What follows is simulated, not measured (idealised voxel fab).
process module | voxel self aligned contacts
cross-section cut | 280 nm wide | cells 5 nm
A cross-section is a grid of square cells, given in bands from the top down. A band is one or more rows of cells.
Each band's line starts with the height of the band's top and of its bottom, in nm. Then come its materials from left to right, each with its width in nm. One material with "throughout" fills the band from edge to edge. "air" is empty space.
Height 0 is the level under which the wafer as received is all one material. The lowest band goes on downwards, as in "0 down".
A width such as "30 to 40" changes by the same amount from each row of cells to the next, from the band's top row to its bottom row.
"no change" after a step means that no cell of the cross-section changed.
closed voids: empty space of 8 cells or more with no open way to the top, each as width x height at its distance from the left edge, in nm
after a step's settings: what the simulator itself notes on the step
overlay nm, on a step with a mask: how far to the right of its planned place the mask lay; to the left if negative
plan
1 op RECEIVE | material Si
2 op OXIDIZE | depth nm 5
3 op DIRECTIONAL_DEP | material polySi | thk nm 25
4 op DIRECTIONAL_DEP | material SiN | thk nm 20
5 op MASKED_ETCH | tone cover | mask id GATE | width nm 30 | pitch nm 65 | etch materials SiN | depth nm 20 | overlay nm 0
6 op MASKED_ETCH | tone cover | mask id GATE | width nm 30 | pitch nm 65 | etch materials polySi | depth nm 25 | overlay nm 0
7 op CONFORMAL_DEP | material SiN | thk nm 10
8 op DIRECTIONAL_ETCH | etch materials SiN | depth nm 10
9 op FILL_DEP | material SiO2 | thk nm 10
10 op CMP | height nm 50
11 op PATTERN | tone open | mask id CONTACT | material resist | width nm 45 | pitch nm 65 | thk nm 15 | overlay nm 0
12 op DIRECTIONAL_ETCH | etch materials SiO2 | depth nm 55
13 op STRIP | etch materials resist
14 op CONFORMAL_DEP | material TiN | thk nm 5
15 op FILL_DEP | material W | thk nm 5
16 op CMP | height nm 50
17 op CONFORMAL_DEP | material SiCN | thk nm 5
first wafer, as planned
as received, after step 1
  0 down: Si throughout
  closed voids: none
after step 2
  0 to -5: SiO2 throughout
  below -5: unchanged
after step 3
  25 to 0: polySi throughout
  below 0: unchanged
after step 4
  45 to 25: SiN throughout
  below 25: unchanged
after step 5
  45 to 25: air 60 | SiN 30 | air 35 | SiN 30 | air 35 | SiN 30 | air 60
  below 25: unchanged
after step 6
  45 to 25: air 60 | SiN 30 | air 35 | SiN 30 | air 35 | SiN 30 | air 60
  25 to 0: air 60 | polySi 30 | air 35 | polySi 30 | air 35 | polySi 30 | air 60
  below 0: unchanged
after step 7
  55 to 25: air 50 | SiN 50 | air 15 | SiN 50 | air 15 | SiN 50 | air 50
  25 to 10: air 50 | SiN 10 | polySi 30 | SiN 10 | air 15 | SiN 10 | polySi 30 | SiN 10 | air 15 | SiN 10 | polySi 30 | SiN 10 | air 50
  10 to 0: SiN 60 | polySi 30 | SiN 35 | polySi 30 | SiN 35 | polySi 30 | SiN 60
  below 0: unchanged
after step 8
  45 to 25: air 50 | SiN 50 | air 15 | SiN 50 | air 15 | SiN 50 | air 50
  25 to 0: air 50 | SiN 10 | polySi 30 | SiN 10 | air 15 | SiN 10 | polySi 30 | SiN 10 | air 15 | SiN 10 | polySi 30 | SiN 10 | air 50
  below 0: unchanged
after step 9
  55 to 45: SiO2 throughout
  45 to 25: SiO2 50 | SiN 50 | SiO2 15 | SiN 50 | SiO2 15 | SiN 50 | SiO2 50
  25 to 0: SiO2 50 | SiN 10 | polySi 30 | SiN 10 | SiO2 15 | SiN 10 | polySi 30 | SiN 10 | SiO2 15 | SiN 10 | polySi 30 | SiN 10 | SiO2 50
  below 0: unchanged
after step 10
  50 to 45: SiO2 throughout
  below 45: unchanged
after step 11
  65 to 50: resist 85 | air 45 | resist 20 | air 45 | resist 85
  below 50: unchanged
after step 12
  65 to 50: resist 85 | air 45 | resist 20 | air 45 | resist 85
  50 to 45: SiO2 85 | air 45 | SiO2 20 | air 45 | SiO2 85
  45 to 25: SiO2 50 | SiN 50 | air 15 | SiN 50 | air 15 | SiN 50 | SiO2 50
  25 to 0: SiO2 50 | SiN 10 | polySi 30 | SiN 10 | air 15 | SiN 10 | polySi 30 | SiN 10 | air 15 | SiN 10 | polySi 30 | SiN 10 | SiO2 50
  0 to -5: SiO2 100 | air 15 | SiO2 50 | air 15 | SiO2 100
  below -5: unchanged
after step 13
  50 to 45: SiO2 85 | air 45 | SiO2 20 | air 45 | SiO2 85
  below 45: unchanged
after step 14
  55 to 50: TiN 90 | air 35 | TiN 30 | air 35 | TiN 90
  50 to 45: SiO2 85 | TiN 20 | air 5 | TiN 20 | SiO2 20 | TiN 20 | air 5 | TiN 20 | SiO2 85
  45 to 25: SiO2 50 | SiN 50 | TiN 5 | air 5 | TiN 5 | SiN 50 | TiN 5 | air 5 | TiN 5 | SiN 50 | SiO2 50
  25 to 0: SiO2 50 | SiN 10 | polySi 30 | SiN 10 | TiN 5 | air 5 | TiN 5 | SiN 10 | polySi 30 | SiN 10 | TiN 5 | air 5 | TiN 5 | SiN 10 | polySi 30 | SiN 10 | SiO2 50
  0 to -5: SiO2 100 | TiN 15 | SiO2 50 | TiN 15 | SiO2 100
  below -5: unchanged
after step 15
  60 to 55: W throughout
  55 to 50: TiN 90 | W 35 | TiN 30 | W 35 | TiN 90
  50 to 45: SiO2 85 | TiN 20 | W 5 | TiN 20 | SiO2 20 | TiN 20 | W 5 | TiN 20 | SiO2 85
  45 to 25: SiO2 50 | SiN 50 | TiN 5 | W 5 | TiN 5 | SiN 50 | TiN 5 | W 5 | TiN 5 | SiN 50 | SiO2 50
  25 to 0: SiO2 50 | SiN 10 | polySi 30 | SiN 10 | TiN 5 | W 5 | TiN 5 | SiN 10 | polySi 30 | SiN 10 | TiN 5 | W 5 | TiN 5 | SiN 10 | polySi 30 | SiN 10 | SiO2 50
  below 0: unchanged
after step 16
  50 to 45: SiO2 85 | TiN 20 | W 5 | TiN 20 | SiO2 20 | TiN 20 | W 5 | TiN 20 | SiO2 85
  below 45: unchanged
after step 17
  55 to 50: SiCN throughout
  below 50: unchanged
second wafer: like start, like plan, one mistake. Through step 16 it matches the first wafer
when step 17 should have ended
  55 to 50: SiN throughout
  below 50: unchanged
what went wrong: step 17 ran as: op CONFORMAL_DEP | material SiN | thk nm 5
at the end the second wafer has, in cells: 56 fewer of SiCN | 56 more of SiN
